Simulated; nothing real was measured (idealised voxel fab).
process module | voxel ribs on slabs
cross-section cut | 300 nm wide | cells 5 nm
A cross-section is a grid of square cells, given in bands from the top down. A band is one or more rows of cells.
Each band's line starts with the height of the band's top and of its bottom, in nm. Then come its materials from left to right, each with its width in nm. One material with "throughout" fills the band from edge to edge. "air" is empty space.
Height 0 is the level under which the wafer as received is all one material. The lowest band goes on downwards, as in "0 down".
A width such as "30 to 40" changes by the same amount from each row of cells to the next, from the band's top row to its bottom row.
"no change" after a step means that no cell of the cross-section changed.
closed voids: empty space of 8 cells or more with no open way to the top, each as width x height at its distance from the left edge, in nm
after a step's settings: what the simulator itself notes on the step
overlay nm, on a step with a mask: how far to the right of its planned place the mask lay; to the left if negative
plan
1 op RECEIVE | material Si
2 op DIRECTIONAL_DEP | material SiO2 | thk nm 30
3 op DIRECTIONAL_DEP | material polySi | thk nm 20
4 op MASKED_ETCH | tone cover | mask id RIB | width nm 20 | etch materials polySi | depth nm 5 | overlay nm 0
5 op DIRECTIONAL_DEP | material aC | thk nm 10
6 op PATTERN | tone cover | mask id SLAB | material resist | width nm 50 | thk nm 30 | overlay nm -15
7 op DIRECTIONAL_ETCH | etch materials aC | depth nm 10
8 op STRIP | etch materials resist
9 op DIRECTIONAL_ETCH | etch materials polySi | depth nm 15
10 op STRIP | etch materials aC
11 op FILL_DEP | material SiO2 | thk nm 25
12 op CMP | height nm 70
13 op DIRECTIONAL_DEP | material TiN | thk nm 10
14 op PATTERN | tone cover | mask id HEATER | material resist | width nm 30 | thk nm 15 | overlay nm 0
15 op DIRECTIONAL_ETCH | etch materials TiN | depth nm 10
16 op STRIP | etch materials resist
17 op CONFORMAL_DEP | material SiO2 | thk nm 5
varied across the wafers: overlay nm of step 6. The plan shows the first wafer's value. All wafers start alike
first wafer as received, after step 1
  0 down: Si throughout
  closed voids: none
first wafer at the end, after step 17
  85 to 80: air 130 | SiO2 40 | air 130
  80 to 75: air 130 | SiO2 5 | TiN 30 | SiO2 5 | air 130
  75 to 70: SiO2 135 | TiN 30 | SiO2 135
  70 to 50: SiO2 throughout
  50 to 45: SiO2 140 | polySi 20 | SiO2 140
  45 to 30: SiO2 110 | polySi 50 | SiO2 140
  30 to 0: SiO2 throughout
  0 down: Si throughout
  closed voids: none
last wafer at the end
  85 to 80: air 130 | SiO2 40 | air 130
  80 to 75: air 130 | SiO2 5 | TiN 30 | SiO2 5 | air 130
  75 to 70: SiO2 135 | TiN 30 | SiO2 135
  70 to 50: SiO2 throughout
  50 to 45: SiO2 140 | polySi 20 | SiO2 140
  45 to 30: SiO2 140 | polySi 50 | SiO2 110
  30 to 0: SiO2 throughout
  0 down: Si throughout
  closed voids: none
each wafer at the end: cells of each material gained (+) or lost (-) since it was received, then its closed voids
overlay nm -15 | +870 SiO2 | +12 TiN | +34 polySi | closed voids: none
overlay nm -10 | +870 SiO2 | +12 TiN | +34 polySi | closed voids: none
overlay nm -5 | +870 SiO2 | +12 TiN | +34 polySi | closed voids: none
overlay nm 0 | +870 SiO2 | +12 TiN | +34 polySi | closed voids: none
overlay nm 5 | +870 SiO2 | +12 TiN | +34 polySi | closed voids: none
overlay nm 10 | +870 SiO2 | +12 TiN | +34 polySi | closed voids: none
overlay nm 15 | +870 SiO2 | +12 TiN | +34 polySi | closed voids: none
